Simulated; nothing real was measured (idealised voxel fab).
process module | voxel lift off
cross-section cut | 275 nm wide | cells 5 nm
A cross-section is a grid of square cells, given in bands from the top down. A band is one or more rows of cells.
Each band's line starts with the height of the band's top and of its bottom, in nm. Then come its materials from left to right, each with its width in nm. One material with "throughout" fills the band from edge to edge. "air" is empty space.
Height 0 is the level under which the wafer as received is all one material. The lowest band goes on downwards, as in "0 down".
A width such as "30 to 40" changes by the same amount from each row of cells to the next, from the band's top row to its bottom row.
"no change" after a step means that no cell of the cross-section changed.
closed voids: empty space of 8 cells or more with no open way to the top, each as width x height at its distance from the left edge, in nm
after a step's settings: what the simulator itself notes on the step
overlay nm, on a step with a mask: how far to the right of its planned place the mask lay; to the left if negative
Each pair below shows a cross-section before one step and the cross-section after it, down to the lowest band that changed. The line under each pair gives the step between them, with its settings. The pairs can come from different runs of this module on the same starting wafer, so a pair continues from the pair above only where its "before" says so.
before
  0 down: Si throughout
  closed voids: none
after
  5 to 0: Al2O3 throughout
  below 0: unchanged
  closed voids: none
the step between: op CONFORMAL_DEP | material Al2O3 | thk nm 5
before: the cross-section after the pair above
after
  30 to 5: resist 80 | air 25 | resist 20 | air 25 | resist 20 | air 25 | resist 80
  below 5: unchanged
  closed voids: none
the step between: op PATTERN | tone open | mask id LINES | material resist | width nm 25 | pitch nm 45 | thk nm 25 | overlay nm 0
before: the cross-section after the pair above
after
  40 to 30: Ru 80 | air 25 | Ru 20 | air 25 | Ru 20 | air 25 | Ru 80
  30 to 15: resist 80 | air 25 | resist 20 | air 25 | resist 20 | air 25 | resist 80
  15 to 5: resist 80 | Ru 25 | resist 20 | Ru 25 | resist 20 | Ru 25 | resist 80
  below 5: unchanged
  closed voids: none
the step between: op DIRECTIONAL_DEP | material Ru | thk nm 10
before: the cross-section after the pair above
after
  15 to 5: air 80 | Ru 25 | air 20 | Ru 25 | air 20 | Ru 25 | air 80
  below 5: unchanged
  closed voids: none
the step between: op STRIP | etch materials resist
before: the cross-section after the pair above
after
  25 to 15: air 70 | SiCN 135 | air 70
  15 to 5: SiCN 80 | Ru 25 | SiCN 20 | Ru 25 | SiCN 20 | Ru 25 | SiCN 80
  below 5: unchanged
  closed voids: none
the step between: op CONFORMAL_DEP | material SiCN | thk nm 10
before
  30 to 5: resist 80 | air 25 | resist 20 | air 25 | resist 20 | air 25 | resist 80
  5 to 0: Al2O3 throughout
  0 down: Si throughout
  closed voids: none
after
  5 to 0: Al2O3 throughout
  below 0: unchanged
  closed voids: none
the step between: op STRIP | etch materials resist
before: the cross-section after the pair above
after
  15 to 5: SiCN throughout
  below 5: unchanged
  closed voids: none
the step between: op CONFORMAL_DEP | material SiCN | thk nm 10
before
  15 to 5: air 80 | Ru 25 | air 20 | Ru 25 | air 20 | Ru 25 | air 80
  5 to 0: Al2O3 throughout
  0 down: Si throughout
  closed voids: none
after
  30 to 20: air 65 | SiCN 145 | air 65
  20 to 15: SiCN throughout
  15 to 5: SiCN 80 | Ru 25 | SiCN 20 | Ru 25 | SiCN 20 | Ru 25 | SiCN 80
  below 5: unchanged
  closed voids: none
the step between: op CONFORMAL_DEP | material SiCN | thk nm 15
before
  5 to 0: Al2O3 throughout
  0 down: Si throughout
  closed voids: none
after
  30 to 5: resist 80 | air 30 | resist 15 | air 30 | resist 15 | air 30 | resist 75
  below 5: unchanged
  closed voids: none
the step between: op PATTERN | tone open | mask id LINES | material resist | width nm 30 | pitch nm 45 | thk nm 25 | overlay nm 0
before: the cross-section after the pair above
after
  40 to 30: Ru 80 | air 30 | Ru 15 | air 30 | Ru 15 | air 30 | Ru 75
  30 to 15: resist 80 | air 30 | resist 15 | air 30 | resist 15 | air 30 | resist 75
  15 to 5: resist 80 | Ru 30 | resist 15 | Ru 30 | resist 15 | Ru 30 | resist 75
  below 5: unchanged
  closed voids: none
the step between: op DIRECTIONAL_DEP | material Ru | thk nm 10
before: the cross-section after the pair above
after
  15 to 5: air 80 | Ru 30 | air 15 | Ru 30 | air 15 | Ru 30 | air 75
  below 5: unchanged
  closed voids: none
the step between: op STRIP | etch materials resist
before: the cross-section after the pair above
after
  25 to 15: air 70 | SiCN 140 | air 65
  15 to 5: SiCN 80 | Ru 30 | SiCN 15 | Ru 30 | SiCN 15 | Ru 30 | SiCN 75
  below 5: unchanged
  closed voids: none
the step between: op CONFORMAL_DEP | material SiCN | thk nm 10
before
  5 to 0: Al2O3 throughout
  0 down: Si throughout
  closed voids: none
after
  30 to 5: resist 90 | air 25 | resist 20 | air 25 | resist 20 | air 25 | resist 70
  below 5: unchanged
  closed voids: none
the step between: op PATTERN | tone open | mask id LINES | material resist | width nm 25 | pitch nm 45 | thk nm 25 | overlay nm 10
before: the cross-section after the pair above
after
  40 to 30: Ru 90 | air 25 | Ru 20 | air 25 | Ru 20 | air 25 | Ru 70
  30 to 15: resist 90 | air 25 | resist 20 | air 25 | resist 20 | air 25 | resist 70
  15 to 5: resist 90 | Ru 25 | resist 20 | Ru 25 | resist 20 | Ru 25 | resist 70
  below 5: unchanged
  closed voids: none
the step between: op DIRECTIONAL_DEP | material Ru | thk nm 10
before: the cross-section after the pair above
after
  15 to 5: air 90 | Ru 25 | air 20 | Ru 25 | air 20 | Ru 25 | air 70
  below 5: unchanged
  closed voids: none
the step between: op STRIP | etch materials resist
before: the cross-section after the pair above
after
  25 to 15: air 80 | SiCN 135 | air 60
  15 to 5: SiCN 90 | Ru 25 | SiCN 20 | Ru 25 | SiCN 20 | Ru 25 | SiCN 70
  below 5: unchanged
  closed voids: none
the step between: op CONFORMAL_DEP | material SiCN | thk nm 10
before
  15 to 5: air 80 | Ru 25 | air 20 | Ru 25 | air 20 | Ru 25 | air 80
  5 to 0: Al2O3 throughout
  0 down: Si throughout
  closed voids: none
after
  25 to 15: air 70 | Ru 135 | air 70
  15 to 5: Ru throughout
  below 5: unchanged
  closed voids: none
the step between: op CONFORMAL_DEP | material Ru | thk nm 10
before
  5 to 0: Al2O3 throughout
  0 down: Si throughout
  closed voids: none
after
  30 to 5: air 80 | resist 25 | air 20 | resist 25 | air 20 | resist 25 | air 80
  below 5: unchanged
  closed voids: none
the step between: op PATTERN | tone cover | mask id LINES | material resist | width nm 25 | pitch nm 45 | thk nm 25 | overlay nm 0
before: the cross-section after the pair above
after
  40 to 30: air 80 | Ru 25 | air 20 | Ru 25 | air 20 | Ru 25 | air 80
  30 to 15: air 80 | resist 25 | air 20 | resist 25 | air 20 | resist 25 | air 80
  15 to 5: Ru 80 | resist 25 | Ru 20 | resist 25 | Ru 20 | resist 25 | Ru 80
  below 5: unchanged
  closed voids: none
the step between: op DIRECTIONAL_DEP | material Ru | thk nm 10
before: the cross-section after the pair above
after
  15 to 5: Ru 80 | air 25 | Ru 20 | air 25 | Ru 20 | air 25 | Ru 80
  below 5: unchanged
  closed voids: none
the step between: op STRIP | etch materials resist
before: the cross-section after the pair above
after
  25 to 15: SiCN 90 | air 5 | SiCN 40 | air 5 | SiCN 40 | air 5 | SiCN 90
  15 to 5: Ru 80 | SiCN 25 | Ru 20 | SiCN 25 | Ru 20 | SiCN 25 | Ru 80
  below 5: unchanged
  closed voids: none
the step between: op CONFORMAL_DEP | material SiCN | thk nm 10
